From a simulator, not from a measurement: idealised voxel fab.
process module | voxel self aligned vias
cross-section cut | 290 nm wide | cells 5 nm
A cross-section is a grid of square cells, given in bands from the top down. A band is one or more rows of cells.
Each band's line starts with the height of the band's top and of its bottom, in nm. Then come its materials from left to right, each with its width in nm. One material with "throughout" fills the band from edge to edge. "air" is empty space.
Height 0 is the level under which the wafer as received is all one material. The lowest band goes on downwards, as in "0 down".
A width such as "30 to 40" changes by the same amount from each row of cells to the next, from the band's top row to its bottom row.
"no change" after a step means that no cell of the cross-section changed.
closed voids: empty space of 8 cells or more with no open way to the top, each as width x height at its distance from the left edge, in nm
after a step's settings: what the simulator itself notes on the step
overlay nm, on a step with a mask: how far to the right of its planned place the mask lay; to the left if negative
plan
1 op RECEIVE | material Si
2 op CONFORMAL_DEP | material SiO2 | thk nm 15
3 op CONFORMAL_DEP | material SiCN | thk nm 5
4 op DIRECTIONAL_DEP | material SiO2 | thk nm 30
5 op DIRECTIONAL_DEP | material aC | thk nm 15
6 op PATTERN | tone open | mask id LINES | material resist | width nm 30 | pitch nm 70 | thk nm 30 | overlay nm 0
7 op DIRECTIONAL_ETCH | etch materials aC | depth nm 15
8 op STRIP | etch materials resist
9 op DIRECTIONAL_ETCH | etch materials SiO2 | depth nm 30
10 op STRIP | etch materials aC
11 op CONFORMAL_DEP | material TiN | thk nm 5
12 op FILL_DEP | material W | thk nm 10
13 op CMP | height nm 50
14 op SELECTIVE_ETCH | etch materials W Ru TiN | depth nm 10
15 op FILL_DEP | material SiN | thk nm 5
16 op CMP | height nm 50
17 op DIRECTIONAL_DEP | material SiO2 | thk nm 15
18 op DIRECTIONAL_DEP | material aC | thk nm 15
19 op PATTERN | tone open | mask id VIAS | material resist | width nm 50 | pitch nm 70 | thk nm 30 | overlay nm 0
20 op DIRECTIONAL_ETCH | etch materials aC | depth nm 15
21 op STRIP | etch materials resist
22 op DIRECTIONAL_ETCH | etch materials SiO2 | depth nm 15
23 op DIRECTIONAL_ETCH | etch materials SiN | depth nm 10
24 op STRIP | etch materials aC
25 op CONFORMAL_DEP | material TiN | thk nm 5
26 op FILL_DEP | material W | thk nm 5
27 op CMP | height nm 65
28 op CONFORMAL_DEP | material SiCN | thk nm 5
as received, after step 1
  0 down: Si throughout
  closed voids: none
first wafer at the end, as planned
  70 to 65: SiCN throughout
  65 to 55: SiO2 85 | TiN 5 | W 40 | TiN 5 | SiO2 20 | TiN 5 | W 40 | TiN 5 | SiO2 85
  55 to 45: SiO2 85 to 95 | TiN 15 to 5 | W 20 | TiN 15 to 5 | SiO2 20 to 40 | TiN 15 to 5 | W 20 | TiN 15 to 5 | SiO2 85 to 95
  45 to 40: SiO2 95 | TiN 30 | SiO2 40 | TiN 30 | SiO2 95
  40 to 25: SiO2 95 | TiN 5 | W 20 | TiN 5 | SiO2 40 | TiN 5 | W 20 | TiN 5 | SiO2 95
  25 to 20: SiO2 95 | TiN 30 | SiO2 40 | TiN 30 | SiO2 95
  20 to 15: SiCN throughout
  15 to 0: SiO2 throughout
  0 down: Si throughout
  closed voids: none
second wafer at the end: like start, like plan, one mistake
  70 to 65: SiCN throughout
  65 to 55: SiO2 85 | TiN 5 | W 40 | TiN 5 | SiO2 20 | TiN 5 | W 40 | TiN 5 | SiO2 85
  55 to 45: SiO2 85 to 95 | TiN 15 to 5 | W 20 | TiN 15 to 5 | SiO2 20 to 40 | TiN 15 to 5 | W 20 | TiN 15 to 5 | SiO2 85 to 95
  45 to 35: SiO2 95 | TiN 30 | SiO2 40 | TiN 30 | SiO2 95
  35 to 30: SiCN throughout
  30 to 0: SiO2 throughout
  0 down: Si throughout
  closed voids: none
what went wrong: step 2 was run twice
at the end the second wafer has, in cells: 36 more of SiO2 | 12 fewer of TiN | 24 fewer of W
